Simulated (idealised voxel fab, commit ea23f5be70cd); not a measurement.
Presented below is a process module, voxel wiring stack.
Section shown: cut. Width: 260 nm. Cell size: 5 nm, square.
Throughout this document, each cross-section is represented as a grid of square cells and is presented as a sequence of bands enumerated from the top downward, where a band comprises one or more rows of cells.
For a band, the entry starts with two heights in nm, that of the top and then that of the bottom, and carries on with the band's materials in order from left to right, each alongside its width in nm; the word "all across" beside a single material means it fills the band edge to edge, and "air" means empty space.
For the purposes of this specification, 0 denotes the height below which the wafer in its as-received condition is composed wholly of one material, and the lowermost band, lacking a lower limit, extends downward without end, as expressed in "top 0, no bottom".
Quick explanation for "30 to 40": the width changes in equal steps down the rows of cells, from the first number in the band's top row to the second number in its bottom row.
Reading "changes: none" for a step: not a cell of the cross-section changed in it.
"Sealed internal cavities" means: voids of 8 cells or more that are shut off from the top with no open way through. Written width x height at distance, distance from the left edge, in nm.
It should be noted that, on the line of a given step, the content following the step's settings is a remark produced by the simulator itself with respect to that step.
The "overlay nm" setting may appear on a step's line; for a step that uses a mask, it gives how far to the right of its planned position the mask lay, and a negative value indicates the left.
# The following list gives the planned process steps
1 RECEIVE,material Si
2 CONFORMAL_DEP,material SiO2,thk nm 15
3 DIRECTIONAL_DEP,material TiN,thk nm 5
4 DIRECTIONAL_DEP,material Ru,thk nm 15
5 PATTERN,tone cover,mask id METAL_1,material resist,width nm 20,pitch nm 45,thk nm 20,overlay nm 0
6 DIRECTIONAL_ETCH,etch materials Ru,depth nm 15
7 DIRECTIONAL_ETCH,etch materials TiN,depth nm 5
8 STRIP,etch materials resist
9 CONFORMAL_DEP,material SiN,thk nm 5
10 FILL_DEP,material SiO2,thk nm 10
11 CMP,height nm 35
12 CONFORMAL_DEP,material SiCN,thk nm 5
13 DIRECTIONAL_DEP,material SiO2,thk nm 30
14 MASKED_ETCH,tone open,mask id METAL_2_HOLES,width nm 15,pitch nm 45,etch materials SiO2,depth nm 30,overlay nm 0
15 MASKED_ETCH,tone open,mask id METAL_2,width nm 20,pitch nm 45,etch materials SiO2,depth nm 15,overlay nm 0
16 MASKED_ETCH,tone open,mask id METAL_2,width nm 20,pitch nm 45,etch materials SiCN,depth nm 5,overlay nm 0
17 CONFORMAL_DEP,material TiN,thk nm 5
18 FILL_DEP,material Ru,thk nm 10
19 CMP,height nm 70
20 CONFORMAL_DEP,material SiCN,thk nm 5
# Cross-section: wafer on arrival = after step 1
* top 0, no bottom: Si all across
* Sealed internal cavities: none
# First of two wafers, end-of-module section, run followed plan
* top 75, bottom 70: SiCN all across
* top 70, bottom 60: 50 of SiO2  5 of TiN  10 of Ru  5 of TiN  25 of SiO2  5 of TiN  10 of Ru  5 of TiN  25 of SiO2  5 of TiN  10 of Ru  5 of TiN  25 of SiO2  5 of TiN  10 of Ru  5 of TiN  55 of SiO2
* top 60, bottom 55: 50 of SiO2  5 of TiN  5 of Ru  10 of TiN  25 of SiO2  5 of TiN  5 of Ru  10 of TiN  25 of SiO2  5 of TiN  5 of Ru  10 of TiN  25 of SiO2  5 of TiN  5 of Ru  10 of TiN  55 of SiO2
* top 55, bottom 40: 50 of SiO2  5 of TiN  5 of Ru  5 of TiN  30 of SiO2  5 of TiN  5 of Ru  5 of TiN  30 of SiO2  5 of TiN  5 of Ru  5 of TiN  30 of SiO2  5 of TiN  5 of Ru  5 of TiN  60 of SiO2
* top 40, bottom 35: 50 of SiCN  15 of TiN  30 of SiCN  15 of TiN  30 of SiCN  15 of TiN  30 of SiCN  15 of TiN  60 of SiCN
* top 35, bottom 20: 45 of SiO2  5 of SiN  20 of Ru  5 of SiN  15 of SiO2  5 of SiN  20 of Ru  5 of SiN  15 of SiO2  5 of SiN  20 of Ru  5 of SiN  15 of SiO2  5 of SiN  20 of Ru  5 of SiN  50 of SiO2
* top 20, bottom 15: 50 of SiN  20 of TiN  25 of SiN  20 of TiN  25 of SiN  20 of TiN  25 of SiN  20 of TiN  55 of SiN
* top 15, bottom 0: SiO2 all across
* top 0, no bottom: Si all across
* Sealed internal cavities: none
# Cross-section, second wafer: same start as the first, same plan as the first, one mistake in running it; taken at the end of the module
* top 75, bottom 70: SiCN all across
* top 70, bottom 60: 50 of SiO2  5 of TiN  10 of Ru  5 of TiN  25 of SiO2  5 of TiN  10 of Ru  5 of TiN  25 of SiO2  5 of TiN  10 of Ru  5 of TiN  25 of SiO2  5 of TiN  10 of Ru  5 of TiN  55 of SiO2
* top 60, bottom 55: 50 of SiO2  5 of TiN  5 of Ru  10 of TiN  25 of SiO2  5 of TiN  5 of Ru  10 of TiN  25 of SiO2  5 of TiN  5 of Ru  10 of TiN  25 of SiO2  5 of TiN  5 of Ru  10 of TiN  55 of SiO2
* top 55, bottom 40: 50 of SiO2  5 of TiN  5 of Ru  5 of TiN  30 of SiO2  5 of TiN  5 of Ru  5 of TiN  30 of SiO2  5 of TiN  5 of Ru  5 of TiN  30 of SiO2  5 of TiN  5 of Ru  5 of TiN  60 of SiO2
* top 40, bottom 35: 50 of SiCN  15 of TiN  30 of SiCN  15 of TiN  30 of SiCN  15 of TiN  30 of SiCN  15 of TiN  60 of SiCN
* top 35, bottom 30: 50 of SiN  20 of TiN  25 of SiN  20 of TiN  25 of SiN  20 of TiN  25 of SiN  20 of TiN  55 of SiN
* top 30, bottom 0: SiO2 all across
* top 0, no bottom: Si all across
* Sealed internal cavities: none
Misprocessing identified: twice, step 2 of the plan was run
Materials where the second wafer ends with more or fewer cells than the first: Ru: 48 fewer; SiN: 24 fewer; SiO2: 72 more
